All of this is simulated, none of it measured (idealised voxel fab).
The following is a process module called voxel self aligned contacts.
In the cross-section labelled cut, the width is 225 nm and each square cell is 5 nm.
For the purposes of this document, a cross-section shall be understood as a grid of square cells, specified as bands listed in top-to-bottom order, each band consisting of one or more rows of cells. First you get the band's top height and its bottom height, in nm, and then the materials it's made of, left to right, with each width in nm. If you see a single material with "edge to edge", that one covers the band edge to edge. "air" is empty space. Note: height 0 marks the level under which the wafer is uniformly one material as received. Lowest band unbounded below, written "top 0, no bottom". Width spec "30->40" -> top row of cells at first value, bottom row at second value, equal per-row change in between. Given "nothing altered" for a step, no cell of the cross-section differs between before and after that step. You'll see "Cavities, closed" listing empty spaces that have no way open to the top, as long as they're 8 cells or more; the notation is width x height at distance, where the distance is from the left edge, and all of it is in nm. Step line, after settings: the simulator's comment on this step. overlay nm: how far to the right of its planned place the mask lay on this masked step (negative: to the left).
Process steps foreseen in the plan:
1: RECEIVE (material Si)
2: OXIDIZE (depth nm 5)
3: DIRECTIONAL_DEP (material polySi; thk nm 30)
4: DIRECTIONAL_DEP (material SiN; thk nm 25)
5: MASKED_ETCH (tone cover; mask id GATE; width nm 30; pitch nm 75; etch materials SiN; depth nm 25; overlay nm 0)
6: MASKED_ETCH (tone cover; mask id GATE; width nm 30; pitch nm 75; etch materials polySi; depth nm 30; overlay nm 0)
7: CONFORMAL_DEP (material SiN; thk nm 10)
8: DIRECTIONAL_ETCH (etch materials SiN; depth nm 10)
9: FILL_DEP (material SiO2; thk nm 10)
10: CMP (height nm 60)
11: PATTERN (tone open; mask id CONTACT; material resist; width nm 55; pitch nm 75; thk nm 15; overlay nm 0)
12: DIRECTIONAL_ETCH (etch materials SiO2; depth nm 65)
13: STRIP (etch materials resist)
14: CONFORMAL_DEP (material TiN; thk nm 5)
15: FILL_DEP (material Ru; thk nm 5)
16: CMP (height nm 60)
17: CONFORMAL_DEP (material SiCN; thk nm 5)
Cross-section of the wafer at receipt, which is the condition after step 1:
    top 0, no bottom: Si edge to edge
    Cavities, closed: none
Wafer cross-section at end of module: start and plan as shown above, one execution error:
    top 65, bottom 60: SiCN edge to edge
    top 60, bottom 55: Ru 5; TiN 40; SiO2 55; TiN 20; SiO2 55; TiN 40; Ru 10
    top 55, bottom 30: Ru 5; TiN 5; SiN 50; SiO2 25; SiN 50; SiO2 25; SiN 50; TiN 5; Ru 10
    top 30, bottom 0: Ru 5; TiN 5; SiN 10; polySi 30; SiN 10; SiO2 25; SiN 10; polySi 30; SiN 10; SiO2 25; SiN 10; polySi 30; SiN 10; TiN 5; Ru 10
    top 0, bottom -5: TiN 10; SiO2 200; TiN 15
    top -5, no bottom: Si edge to edge
    Cavities, closed: none
Which mistake was made when the wafer was run? step 11 changed vs plan, executed as PATTERN (tone cover; mask id CONTACT; material resist; width nm 55; pitch nm 75; thk nm 15; overlay nm 0)
